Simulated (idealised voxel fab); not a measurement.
The process module that follows is named voxel double patterning.
Shown is cross-section cut, with a width of 220 nm and square cells of size 5 nm.
A cross-section in this document is a grid of square cells, and it is written down as bands, the top band listed before the ones below it; a band is made up of one or more rows of cells. Quick guide to a band line: top height, bottom height (nm) up front; then every material left to right with its width in nm. Only one material and it's marked "edge to edge"? Then it fills the band edge to edge. And "air" just means empty space. Zero point of the height axis is 0; under it, received wafer = one material. Lowest band: continues down indefinitely, "0 nm and below". With a width like "30..40", each row of cells in the band differs from the next by the same amount, the top row carrying the first number and the bottom row the second. Take "no alterations made" at face value: in the step it is given for, the cross-section changed in none of its cells. Under "Trapped cavities" you'll find the enclosed gaps, the ones with no way out to the top, that are 8 cells or bigger; each reads width x height at distance, with distance counted from the left edge, everything in nm. Text after the settings on a step's line: the simulator's own remark on that step. What "overlay nm" on a step's line means: if the step has a mask, that mask lay this far to the right of its planned place, or, when the value is negative, to the left.

Listed below are the process steps as planned:
1) RECEIVE with material Si
2) CONFORMAL_DEP with material SiO2, thk nm 5
3) DIRECTIONAL_DEP with material TiN, thk nm 10
4) DIRECTIONAL_DEP with material SiCN, thk nm 5
5) DIRECTIONAL_DEP with material aC, thk nm 10
6) PATTERN with tone open, mask id FIRST, material resist, width nm 15, pitch nm 50, thk nm 25, overlay nm 0
7) DIRECTIONAL_ETCH with etch materials aC, depth nm 10
8) STRIP with etch materials resist
9) DIRECTIONAL_ETCH with etch materials SiCN, depth nm 5
10) STRIP with etch materials aC
11) MASKED_ETCH with tone open, mask id SECOND, width nm 15, pitch nm 50, etch materials SiCN, depth nm 5, overlay nm 0
12) DIRECTIONAL_ETCH with etch materials TiN, depth nm 10
13) STRIP with etch materials SiCN

The first of the two wafers, which ran as planned:

As-received wafer cross-section (after step 1):
* 0 nm and below | Si edge to edge
* Trapped cavities: none

Step 2 done - wafer cross-section:
* 5 nm to 0 nm | SiO2 edge to edge
* Unchanged below 0.

Step 3 done - wafer cross-section:
* 15 nm to 5 nm | TiN edge to edge
* Unchanged below 5.

Step 4 done - wafer cross-section:
* 20 nm to 15 nm | SiCN edge to edge
* Unchanged below 15.

Step 5 done - wafer cross-section:
* 30 nm to 20 nm | aC edge to edge
* Unchanged below 20.

Step 6 done - wafer cross-section:
* 55 nm to 30 nm | resist (50) | air (15) | resist (35) | air (15) | resist (35) | air (15) | resist (55)
* Unchanged below 30.

Step 7 done - wafer cross-section:
* 45 nm to 30 nm | resist (50) | air (15) | resist (35) | air (15) | resist (35) | air (15) | resist (55)
* 30 nm to 20 nm | aC (50) | air (15) | aC (35) | air (15) | aC (35) | air (15) | aC (55)
* Unchanged below 20.

Step 8 done - wafer cross-section:
* 30 nm to 20 nm | aC (50) | air (15) | aC (35) | air (15) | aC (35) | air (15) | aC (55)
* Unchanged below 20.

Step 9 done - wafer cross-section:
* 30 nm to 20 nm | aC (50) | air (15) | aC (35) | air (15) | aC (35) | air (15) | aC (55)
* 20 nm to 15 nm | SiCN (50) | air (15) | SiCN (35) | air (15) | SiCN (35) | air (15) | SiCN (55)
* Unchanged below 15.

Step 10 done - wafer cross-section:
* 20 nm to 15 nm | SiCN (50) | air (15) | SiCN (35) | air (15) | SiCN (35) | air (15) | SiCN (55)
* Unchanged below 15.

Step 11 done - wafer cross-section:
* 20 nm to 15 nm | SiCN (50) | air (15) | SiCN (10) | air (15) | SiCN (10) | air (15) | SiCN (10) | air (15) | SiCN (10) | air (15) | SiCN (55)
* Unchanged below 15.

Step 12 done - wafer cross-section:
* 20 nm to 15 nm | SiCN (50) | air (15) | SiCN (10) | air (15) | SiCN (10) | air (15) | SiCN (10) | air (15) | SiCN (10) | air (15) | SiCN (55)
* 15 nm to 5 nm | TiN (50) | air (15) | TiN (10) | air (15) | TiN (10) | air (15) | TiN (10) | air (15) | TiN (10) | air (15) | TiN (55)
* Unchanged below 5.

Step 13 done - wafer cross-section:
* 15 nm to 5 nm | TiN (50) | air (15) | TiN (10) | air (15) | TiN (10) | air (15) | TiN (10) | air (15) | TiN (10) | air (15) | TiN (55)
* Unchanged below 5.

Second Wafer (Identical Start and Plan, One Processing Error; Matches First Wafer Through Step 8):

At the planned end of step 9, the second wafer in cross-section:
* 30 nm to 20 nm | aC (50) | air (15) | aC (35) | air (15) | aC (35) | air (15) | aC (55)
* 20 nm to 15 nm | SiCN (50) | air (15) | SiCN (35) | air (15) | SiCN (35) | air (15) | SiCN (55)
* Unchanged below 15.

At the planned end of step 10, the second wafer in cross-section:
* 20 nm to 15 nm | SiCN (50) | air (15) | SiCN (35) | air (15) | SiCN (35) | air (15) | SiCN (55)
* Unchanged below 15.

At the planned end of step 11, the second wafer in cross-section:
* 20 nm to 15 nm | SiCN (50) | air (15) | SiCN (10) | air (15) | SiCN (10) | air (15) | SiCN (10) | air (15) | SiCN (10) | air (15) | SiCN (55)
* Unchanged below 15.

At the planned end of step 12, the second wafer in cross-section:
* 20 nm to 15 nm | SiCN (50) | air (15) | SiCN (10) | air (15) | SiCN (10) | air (15) | SiCN (10) | air (15) | SiCN (10) | air (15) | SiCN (55)
* 15 nm to 5 nm | TiN (50) | air (15) | TiN (10) | air (15) | TiN (10) | air (15) | TiN (10) | air (15) | TiN (10) | air (15) | TiN (55)
* Unchanged below 5.

At the planned end of step 13, the second wafer in cross-section:
* 15 nm to 5 nm | TiN (50) | air (15) | TiN (10) | air (15) | TiN (10) | air (15) | TiN (10) | air (15) | TiN (10) | air (15) | TiN (55)
* Unchanged below 5.
Which mistake was made when the wafer was run? step 9 of the plan saw execution twice
Result: same final cross-section on the two wafers, so no effect from the mistake in this model.
